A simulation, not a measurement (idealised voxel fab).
Process module, titled voxel gate over fins
The cross-section shown here is cut; it is 275 nm wide and divided into square cells measuring 5 nm on a side.
Reading order for cross-sections: top band down to bottom band. Underlying form: a grid of square cells. Band size: one or more rows of cells. Look at the band entry: it leads with the top's height and the bottom's height in nm. Then it lists the materials left to right, with a width in nm for each. The word "everywhere" on a single material says that material fills the band edge to edge. The word "empty" is empty space. We count height from 0. Below that, the starting wafer is all one material. The lowest band never ends at the bottom but goes on down; see "from 0 down" for how that is written. A width given as "30..40" starts at the first number in the band's top row and ends at the second number in its bottom row, shifting by an equal amount at every step from row to row. Any step labelled "nothing changed" changed none of the cells in the cross-section. "Enclosed void listing" means: voids of 8 cells or more that are shut off from the top with no open way through. Written width x height at distance, distance from the left edge, in nm. Note: text after step settings on the step line = simulator remark on that step. "overlay nm", when on a step's line for a step with a mask, measures how far to the right of its planned place the mask lay; a negative measure means to the left.
### Steps in the process plan
- 1: RECEIVE [material Si]
- 2: CONFORMAL_DEP [material SiN] [thk nm 5]
- 3: PATTERN [tone cover] [mask id FINS] [material resist] [width nm 15] [pitch nm 55] [thk nm 15] [overlay nm -15]
- 4: DIRECTIONAL_ETCH [etch materials SiN] [depth nm 5]
- 5: DIRECTIONAL_ETCH [etch materials Si] [depth nm 30]
- 6: STRIP [etch materials resist]
- 7: FILL_DEP [material SiO2] [thk nm 10]
- 8: CMP [height nm 5]
- 9: MASKED_ETCH [tone open] [mask id RAIL] [width nm 15] [etch materials SiO2] [depth nm 30] [overlay nm 0]
- 10: CONFORMAL_DEP [material TiN] [thk nm 5]
- 11: FILL_DEP [material W] [thk nm 5]
- 12: CMP [height nm 5]
- 13: SELECTIVE_ETCH [etch materials W Ru TiN] [depth nm 20]
- 14: FILL_DEP [material SiO2] [thk nm 5]
- 15: CMP [height nm 5]
- 16: SELECTIVE_ETCH [etch materials SiO2] [depth nm 15]
- 17: STRIP [etch materials SiN]
- 18: CONFORMAL_DEP [material HfO2] [thk nm 5]
- 19: CONFORMAL_DEP [material TiN] [thk nm 5]
- 20: CONFORMAL_DEP [material TiAl] [thk nm 5]
- 21: CONFORMAL_DEP [material TiN] [thk nm 5]
- 22: FILL_DEP [material W] [thk nm 15]
- 23: CMP [height nm 30]
- 24: CONFORMAL_DEP [material SiN] [thk nm 10]
The plan's step 3 overlay nm is the first wafer's value; the wafers differ in this setting and start identical.
### Here's the first of the wafers in cross-section, just as we got it, i.e. after step 1
* from 0 down  Si everywhere
* Enclosed void listing: none
### After the module's final step, step 24: the first of several wafers in cross-section
* from 40 to 30  SiN everywhere
* from 30 to 20  W everywhere
* from 20 to 15  65 of W, then 110 of TiN, then 100 of W
* from 15 to 10  65 of W, then 5 of TiN, then 45 of TiAl, then 10 of TiN, then 45 of TiAl, then 5 of TiN, then 100 of W
* from 10 to 5  70 of TiN, then 5 of TiAl, then 35 of TiN, then 5 of TiAl, then 10 of TiN, then 5 of TiAl, then 35 of TiN, then 5 of TiAl, then 105 of TiN
* from 5 to 0  75 of TiAl, then 5 of TiN, then 25 of HfO2, then 5 of TiN, then 20 of TiAl, then 5 of TiN, then 25 of HfO2, then 5 of TiN, then 110 of TiAl
* from 0 to -5  80 of TiN, then 5 of HfO2, then 15 of Si, then 5 of HfO2, then 30 of TiN, then 5 of HfO2, then 15 of Si, then 5 of HfO2, then 115 of TiN
* from -5 to -10  85 of HfO2, then 15 of Si, then 40 of HfO2, then 15 of Si, then 120 of HfO2
* from -10 to -15  85 of SiO2, then 15 of Si, then 40 of SiO2, then 15 of Si, then 120 of SiO2
* from -15 to -20  85 of SiO2, then 15 of Si, then 25 of SiO2, then 5 of TiN, then 5 of W, then 5 of TiN, then 15 of Si, then 120 of SiO2
* from -20 to -25  85 of SiO2, then 15 of Si, then 25 of SiO2, then 15 of TiN, then 15 of Si, then 120 of SiO2
* from -25 to -30  85 of SiO2, then 15 of Si, then 40 of SiO2, then 15 of Si, then 120 of SiO2
* from -30 down  Si everywhere
* Enclosed void listing: none
### End of module, last wafer sectioned
* from 40 to 30  SiN everywhere
* from 30 to 20  W everywhere
* from 20 to 15  95 of W, then 110 of TiN, then 70 of W
* from 15 to 10  95 of W, then 5 of TiN, then 45 of TiAl, then 10 of TiN, then 45 of TiAl, then 5 of TiN, then 70 of W
* from 10 to 5  100 of TiN, then 5 of TiAl, then 35 of TiN, then 5 of TiAl, then 10 of TiN, then 5 of TiAl, then 35 of TiN, then 5 of TiAl, then 75 of TiN
* from 5 to 0  105 of TiAl, then 5 of TiN, then 25 of HfO2, then 5 of TiN, then 20 of TiAl, then 5 of TiN, then 25 of HfO2, then 5 of TiN, then 80 of TiAl
* from 0 to -5  110 of TiN, then 5 of HfO2, then 15 of Si, then 5 of HfO2, then 30 of TiN, then 5 of HfO2, then 15 of Si, then 5 of HfO2, then 85 of TiN
* from -5 to -10  115 of HfO2, then 15 of Si, then 40 of HfO2, then 15 of Si, then 90 of HfO2
* from -10 to -15  115 of SiO2, then 15 of Si, then 40 of SiO2, then 15 of Si, then 90 of SiO2
* from -15 to -25  115 of SiO2, then 15 of Si, then 10 of TiN, then 30 of SiO2, then 15 of Si, then 90 of SiO2
* from -25 to -30  115 of SiO2, then 15 of Si, then 40 of SiO2, then 15 of Si, then 90 of SiO2
* from -30 down  Si everywhere
* Enclosed void listing: none
### Below, a row for every wafer. Read it as the end-of-module picture: for each material the wafer shows its cells gained (+) or lost (-) since it was received, and then its closed voids
overlay nm -15; +63 HfO2; -294 Si; +110 SiN; +190 SiO2; +63 TiAl; +131 TiN; +177 W; Enclosed void listing: none
overlay nm -10; +63 HfO2; -294 Si; +110 SiN; +190 SiO2; +63 TiAl; +131 TiN; +177 W; Enclosed void listing: none
overlay nm -5; +63 HfO2; -294 Si; +110 SiN; +190 SiO2; +63 TiAl; +131 TiN; +177 W; Enclosed void listing: none
overlay nm 0; +63 HfO2; -294 Si; +110 SiN; +190 SiO2; +63 TiAl; +131 TiN; +177 W; Enclosed void listing: none
overlay nm 5; +63 HfO2; -294 Si; +110 SiN; +190 SiO2; +63 TiAl; +131 TiN; +177 W; Enclosed void listing: none
overlay nm 10; +63 HfO2; -294 Si; +110 SiN; +190 SiO2; +63 TiAl; +131 TiN; +177 W; Enclosed void listing: none
overlay nm 15; +63 HfO2; -294 Si; +110 SiN; +192 SiO2; +63 TiAl; +130 TiN; +176 W; Enclosed void listing: none
